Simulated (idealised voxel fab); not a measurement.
Proc. module: voxel ribs on slabs
For reference, the cross-section in this document is cut, with width 220 nm and square cells of 5 nm.
In this document a cross-section is written as a grid of square cells. It is given as a series of bands, listed from the top down, and a band is one or more rows of cells. Heights first: top, then bottom, in nm. Then materials, left to right, each with a width in nm. "throughout" on a single material: fills the band edge to edge. "blank": empty space. Heights from 0 (as-received wafer is one material below). Bottom band endless downward, as "0 and below". The notation "30->40" denotes a width that varies across the rows of cells in the band, beginning at the first number in the top row, finishing at the second number in the bottom row, and changing by an identical amount from each row to the next. For the purposes of this document, the phrase "no modification" attached to a step denotes that no cell within the cross-section was modified by that step. The list in "Encapsulated voids" covers empty spaces of 8 cells or more that cannot reach the top through any open way, and it gives each as width x height at distance; the distance is from the left edge, and width, height and distance are in nm. Post-settings text on a step line: simulator's own remark regarding the step. Each step line may optionally specify "overlay nm", which for a step with a mask gives the rightward distance between the mask's planned place and where it lay, a negative value indicating the leftward direction.
THE PLANNED PROCESS STEPS ARE ENUMERATED HEREUNDER
1. RECEIVE,material Si
2. DIRECTIONAL_DEP,material SiO2,thk nm 20
3. DIRECTIONAL_DEP,material polySi,thk nm 25
4. MASKED_ETCH,tone cover,mask id RIB,width nm 20,etch materials polySi,depth nm 15,overlay nm 0
5. PATTERN,tone cover,mask id SLAB,material resist,width nm 50,thk nm 20,overlay nm 0
6. DIRECTIONAL_ETCH,etch materials polySi,depth nm 10
7. STRIP,etch materials resist
8. FILL_DEP,material SiO2,thk nm 20
9. CMP,height nm 60
10. DIRECTIONAL_DEP,material W,thk nm 5
11. PATTERN,tone cover,mask id HEATER,material resist,width nm 30,thk nm 20,overlay nm 0
12. DIRECTIONAL_ETCH,etch materials W,depth nm 5
13. STRIP,etch materials resist
14. CONFORMAL_DEP,material SiN,thk nm 5
varied across the wafers: thk nm of step 14. The plan shows the first wafer's value. All wafers start alike
SECTIONAL VIEW: FIRST OF SEVERAL WAFERS, AS RECEIVED, AFTER STEP 1
0 and below | Si throughout
Encapsulated voids: none
HERE IS THE CROSS-SECTION OF THE FIRST OF SEVERAL WAFERS AT THE END OF THE MODULE, AFTER ITS LAST STEP, STEP 14
70 down to 65 | blank 90 nm; SiN 40 nm; blank 90 nm
65 down to 60 | SiN 95 nm; W 30 nm; SiN 95 nm
60 down to 45 | SiO2 throughout
45 down to 30 | SiO2 100 nm; polySi 20 nm; SiO2 100 nm
30 down to 20 | SiO2 85 nm; polySi 50 nm; SiO2 85 nm
20 down to 0 | SiO2 throughout
0 and below | Si throughout
Encapsulated voids: none
SO THIS IS THE CROSS-SECTION ON THE LAST WAFER AT THE END OF THE MODULE
85 down to 80 | blank 75 nm; SiN 70 nm; blank 75 nm
80 down to 65 | SiN throughout
65 down to 60 | SiN 95 nm; W 30 nm; SiN 95 nm
60 down to 45 | SiO2 throughout
45 down to 30 | SiO2 100 nm; polySi 20 nm; SiO2 100 nm
30 down to 20 | SiO2 85 nm; polySi 50 nm; SiO2 85 nm
20 down to 0 | SiO2 throughout
0 and below | Si throughout
Encapsulated voids: none
GAINED (+) OR LOST (-) CELLS OF EACH MATERIAL SINCE RECEIPT, THEN CLOSED VOIDS: ONE ROW PER WAFER, AT THE END OF THE MODULE
thk nm 5, +46 SiN, +496 SiO2, +6 W, +32 polySi, Encapsulated voids: none
thk nm 10, +92 SiN, +496 SiO2, +6 W, +32 polySi, Encapsulated voids: none
thk nm 15, +138 SiN, +496 SiO2, +6 W, +32 polySi, Encapsulated voids: none
thk nm 20, +184 SiN, +496 SiO2, +6 W, +32 polySi, Encapsulated voids: none
